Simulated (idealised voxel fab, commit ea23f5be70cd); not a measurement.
process module | voxel capacitor over wiring
cross-section cut | 140 nm wide | cells 5 nm
A cross-section is a grid of square cells, given in bands from the top down. A band is one or more rows of cells.
Each band's line starts with the height of the band's top and of its bottom, in nm. Then come its materials from left to right, each with its width in nm. One material with "throughout" fills the band from edge to edge. "air" is empty space.
Height 0 is the level under which the wafer as received is all one material. The lowest band goes on downwards, as in "0 down".
A width such as "30 to 40" changes by the same amount from each row of cells to the next, from the band's top row to its bottom row.
"no change" after a step means that no cell of the cross-section changed.
closed voids: empty space of 8 cells or more with no open way to the top, each as width x height at its distance from the left edge, in nm
after a step's settings: what the simulator itself notes on the step
overlay nm, on a step with a mask: how far to the right of its planned place the mask lay; to the left if negative
plan
1 op RECEIVE | material Si
2 op CONFORMAL_DEP | material SiO2 | thk nm 10
3 op CONFORMAL_DEP | material SiN | thk nm 5
4 op DIRECTIONAL_DEP | material SiO2 | thk nm 15
5 op DIRECTIONAL_DEP | material aC | thk nm 10
6 op PATTERN | tone open | mask id METAL_1 | material resist | width nm 25 | pitch nm 80 | thk nm 25 | overlay nm 0
7 op DIRECTIONAL_ETCH | etch materials aC | depth nm 10
8 op STRIP | etch materials resist
9 op DIRECTIONAL_ETCH | etch materials SiO2 | depth nm 15
10 op DIRECTIONAL_ETCH | etch materials SiN | depth nm 5
11 op STRIP | etch materials aC
12 op CONFORMAL_DEP | material TiN | thk nm 5
13 op FILL_DEP | material W | thk nm 10
14 op CMP | height nm 30
15 op EPI | material Ru | thk nm 5
16 op FILL_DEP | material SiCN | thk nm 5
17 op DIRECTIONAL_DEP | material SiO2 | thk nm 20
18 op DIRECTIONAL_DEP | material aC | thk nm 15
19 op PATTERN | tone open | mask id PLUG_1 | material resist | width nm 15 | thk nm 30 | overlay nm 0
20 op DIRECTIONAL_ETCH | etch materials aC | depth nm 15
21 op STRIP | etch materials resist
22 op DIRECTIONAL_ETCH | etch materials SiO2 | depth nm 20
23 op DIRECTIONAL_ETCH | etch materials SiCN | depth nm 5
24 op STRIP | etch materials aC
25 op EPI | material Ru | thk nm 10
26 op EPI | material Ru | thk nm 10
27 op EPI | material Ru | thk nm 5
28 op DIRECTIONAL_DEP | material TiN | thk nm 10
29 op DIRECTIONAL_DEP | material SiN | thk nm 5
30 op DIRECTIONAL_DEP | material TiN | thk nm 10
31 op DIRECTIONAL_DEP | material aC | thk nm 15
32 op PATTERN | tone cover | mask id UPPER_PLATE | material resist | width nm 60 | thk nm 35 | overlay nm 0
33 op DIRECTIONAL_ETCH | etch materials aC | depth nm 15
34 op STRIP | etch materials resist
35 op DIRECTIONAL_ETCH | etch materials TiN | depth nm 10
36 op DIRECTIONAL_ETCH | etch materials SiN | depth nm 5
37 op STRIP | etch materials aC
38 op DIRECTIONAL_DEP | material aC | thk nm 15
39 op PATTERN | tone cover | mask id LOWER_PLATE | material resist | width nm 70 | thk nm 30 | overlay nm 0
40 op DIRECTIONAL_ETCH | etch materials aC | depth nm 15
41 op STRIP | etch materials resist
42 op DIRECTIONAL_ETCH | etch materials TiN | depth nm 10
43 op STRIP | etch materials aC
44 op FILL_DEP | material SiO2 | thk nm 15
45 op CMP | height nm 95
46 op DIRECTIONAL_DEP | material aC | thk nm 15
47 op PATTERN | tone open | mask id PLUG_2 | material resist | width nm 15 | thk nm 35 | overlay nm 0
48 op DIRECTIONAL_ETCH | etch materials aC | depth nm 15
49 op STRIP | etch materials resist
50 op DIRECTIONAL_ETCH | etch materials SiO2 | depth nm 10
51 op STRIP | etch materials aC
52 op CONFORMAL_DEP | material TiN | thk nm 5
53 op FILL_DEP | material Cu | thk nm 5
54 op CMP | height nm 95
55 op CONFORMAL_DEP | material SiCN | thk nm 5
as received, after step 1
  0 down: Si throughout
  closed voids: none
first wafer at the end, as planned
  100 to 95: SiCN throughout
  95 to 90: SiO2 35 | TiN 5 | Cu 5 | TiN 5 | SiO2 90
  90 to 85: SiO2 35 | TiN 15 | SiO2 90
  85 to 75: SiO2 25 | TiN 60 | SiO2 55
  75 to 70: SiO2 25 | SiN 60 | SiO2 55
  70 to 60: SiO2 20 | TiN 70 | SiO2 50
  60 to 40: SiO2 25 | Ru 15 | SiO2 100
  40 to 35: SiCN 25 | Ru 15 | SiCN 100
  35 to 30: SiCN 10 | Ru 35 | SiCN 45 | Ru 35 | SiCN 15
  30 to 15: SiO2 15 | TiN 5 | W 15 | TiN 5 | SiO2 55 | TiN 5 | W 15 | TiN 5 | SiO2 20
  15 to 10: SiN 15 | TiN 25 | SiN 55 | TiN 25 | SiN 20
  10 to 0: SiO2 throughout
  0 down: Si throughout
  closed voids: none
second wafer at the end: like start, like plan, one mistake
  100 to 95: SiCN throughout
  95 to 90: SiO2 35 | TiN 5 | SiN 45 | SiO2 55
  90 to 85: SiO2 20 | TiN 5 | SiO2 10 | TiN 55 | SiO2 50
  85 to 75: SiO2 20 to 25 | TiN 70 to 15 | SiO2 50 to 100
  75 to 70: SiO2 25 | SiN 15 | SiO2 100
  70 to 60: SiO2 25 | TiN 15 | SiO2 100
  60 to 40: SiO2 throughout
  40 to 35: SiCN throughout
  35 to 30: SiCN 10 | Ru 35 | SiCN 45 | Ru 35 | SiCN 15
  30 to 15: SiO2 15 | TiN 5 | W 15 | TiN 5 | SiO2 55 | TiN 5 | W 15 | TiN 5 | SiO2 20
  15 to 10: SiN 15 | TiN 25 | SiN 55 | TiN 25 | SiN 20
  10 to 0: SiO2 throughout
  0 down: Si throughout
  closed voids: none
what went wrong: step 17 was run twice
at the end the second wafer has, in cells: 1 fewer of Cu | 15 fewer of Ru | 3 more of SiCN | 34 more of SiO2 | 21 fewer of TiN
